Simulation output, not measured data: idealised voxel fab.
process module | voxel local oxidation
cross-section cut | 160 nm wide | cells 5 nm
A cross-section is a grid of square cells, given in bands from the top down. A band is one or more rows of cells.
Each band's line starts with the height of the band's top and of its bottom, in nm. Then come its materials from left to right, each with its width in nm. One material with "throughout" fills the band from edge to edge. "air" is empty space.
Height 0 is the level under which the wafer as received is all one material. The lowest band goes on downwards, as in "0 down".
A width such as "30 to 40" changes by the same amount from each row of cells to the next, from the band's top row to its bottom row.
"no change" after a step means that no cell of the cross-section changed.
closed voids: empty space of 8 cells or more with no open way to the top, each as width x height at its distance from the left edge, in nm
after a step's settings: what the simulator itself notes on the step
overlay nm, on a step with a mask: how far to the right of its planned place the mask lay; to the left if negative
plan
1 op RECEIVE | material Si
2 op CONFORMAL_DEP | material SiO2 | thk nm 5
3 op CONFORMAL_DEP | material SiN | thk nm 15
4 op PATTERN | tone cover | mask id ACTIVE | material resist | width nm 105 | thk nm 20 | overlay nm 0
5 op DIRECTIONAL_ETCH | etch materials SiN | depth nm 15
6 op STRIP | etch materials resist
7 op SELECTIVE_ETCH | etch materials SiO2 | depth nm 5
8 op OXIDIZE | depth nm 15
9 op STRIP | etch materials SiN
varied across the wafers: width nm of step 4. The plan shows the first wafer's value. All wafers start alike
first wafer as received, after step 1
  0 down: Si throughout
  closed voids: none
first wafer at the end, after step 9
  5 to 0: air 30 | SiO2 95 | air 35
  0 to -15: SiO2 45 | Si 65 | SiO2 50
  -15 down: Si throughout
  closed voids: none
last wafer at the end
  5 to 0: air 20 | SiO2 120 | air 20
  0 to -15: SiO2 35 | Si 90 | SiO2 35
  -15 down: Si throughout
  closed voids: none
each wafer at the end: cells of each material gained (+) or lost (-) since it was received, then its closed voids
width nm 105 | -57 Si | +76 SiO2 | closed voids: none
width nm 110 | -54 Si | +74 SiO2 | closed voids: none
width nm 115 | -51 Si | +72 SiO2 | closed voids: none
width nm 120 | -48 Si | +70 SiO2 | closed voids: none
width nm 125 | -45 Si | +68 SiO2 | closed voids: none
width nm 130 | -42 Si | +66 SiO2 | closed voids: none
